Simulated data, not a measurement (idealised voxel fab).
process module | voxel self aligned contacts
Xsec cut, 230 nm wide, square cell size 5 nm.
Cross-section spec: square-cell grid; bands listed top down; each band is one or more rows.
Band: top and bottom heights (nm) first, top before bottom; then materials from left to right, widths in nm. "throughout" marks a sole material filling the band edge to edge. "blank" denotes empty space.
Heights are measured from 0, the level below which the as-received wafer is all one material; the lowest band has no bottom and continues downward, written as in "z 0 and below".
A width given as "30 to 40" starts at the first number in the band's top row and ends at the second number in its bottom row, shifting by an equal amount at every step from row to row.
What does "no change" mean for a step? It means no cell of the cross-section changed in that step.
Any empty space of 8 cells or more lacking an open way to the top shows up in "Closed void table" as width x height at distance, distance from the left edge, in nm.
What comes after the settings on a step's line is commentary from the simulator itself on that step.
overlay nm: step with mask; distance mask lay right of planned place; negative value = left of planned place.

So here's the lineup of process steps we planned:
| 1 | RECEIVE (material Si) |
| 2 | OXIDIZE (depth nm 5) |
| 3 | DIRECTIONAL_DEP (material polySi; thk nm 25) |
| 4 | DIRECTIONAL_DEP (material SiN; thk nm 20) |
| 5 | PATTERN (tone cover; mask id GATE; material resist; width nm 25; pitch nm 70; thk nm 15; overlay nm 0) |
| 6 | DIRECTIONAL_ETCH (etch materials SiN; depth nm 20) |
| 7 | DIRECTIONAL_ETCH (etch materials polySi; depth nm 25) |
| 8 | STRIP (etch materials resist) |
| 9 | CONFORMAL_DEP (material SiN; thk nm 5) |
| 10 | DIRECTIONAL_ETCH (etch materials SiN; depth nm 5) |
| 11 | FILL_DEP (material SiO2; thk nm 15) |
| 12 | CMP (height nm 50) |
| 13 | MASKED_ETCH (tone open; mask id CONTACT; width nm 55; etch materials SiO2; depth nm 55; overlay nm 0) |
| 14 | CONFORMAL_DEP (material TiN; thk nm 5) |
| 15 | FILL_DEP (material Ru; thk nm 10) |
| 16 | CMP (height nm 50) |
| 17 | CONFORMAL_DEP (material SiCN; thk nm 5) |
Quick note for whoever runs this: the wafers start identical, but the width nm at step 5 isn't the same across them. The plan just shows what the first wafer had.

Received condition of the first of several wafers, sectioned: post-step 1:
* z 0 and below: Si throughout
* Closed void table: none

At the end of the module, after its last step, step 17, the first of several wafers appears in cross-section as follows:
* z 55 to 50: SiCN throughout
* z 50 to 45: SiO2 85  TiN 15  Ru 25  TiN 15  SiO2 90
* z 45 to 25: SiO2 60  SiN 35  TiN 5  Ru 25  TiN 5  SiN 35  SiO2 65
* z 25 to 0: SiO2 60  SiN 5  polySi 25  SiN 5  TiN 5  Ru 25  TiN 5  SiN 5  polySi 25  SiN 5  SiO2 65
* z 0 to -5: SiO2 95  TiN 35  SiO2 100
* z -5 and below: Si throughout
* Closed void table: none

At the end of the module, the last of several wafers in cross-section:
* z 55 to 50: SiCN throughout
* z 50 to 45: SiO2 85  TiN 55  SiO2 90
* z 45 to 25: SiO2 50  SiN 60  TiN 10  SiN 60  SiO2 50
* z 25 to 0: SiO2 50  SiN 5  polySi 50  SiN 5  TiN 10  SiN 5  polySi 50  SiN 5  SiO2 50
* z 0 to -5: SiO2 110  TiN 10  SiO2 110
* z -5 and below: Si throughout
* Closed void table: none

Wafer rows, end of module: cells per material gained (+) or lost (-) since receipt; closed voids last:
width nm 25; +50 Ru; -46 Si; +46 SiCN; +76 SiN; +299 SiO2; +31 TiN; +50 polySi; Closed void table: none
width nm 30; +40 Ru; -46 Si; +46 SiCN; +84 SiN; +291 SiO2; +31 TiN; +60 polySi; Closed void table: none
width nm 35; +30 Ru; -46 Si; +46 SiCN; +92 SiN; +283 SiO2; +31 TiN; +70 polySi; Closed void table: none
width nm 40; +20 Ru; -46 Si; +46 SiCN; +100 SiN; +275 SiO2; +31 TiN; +80 polySi; Closed void table: none
width nm 45; +10 Ru; -46 Si; +46 SiCN; +108 SiN; +267 SiO2; +31 TiN; +90 polySi; Closed void table: none
width nm 50; -46 Si; +46 SiCN; +116 SiN; +259 SiO2; +31 TiN; +100 polySi; Closed void table: none
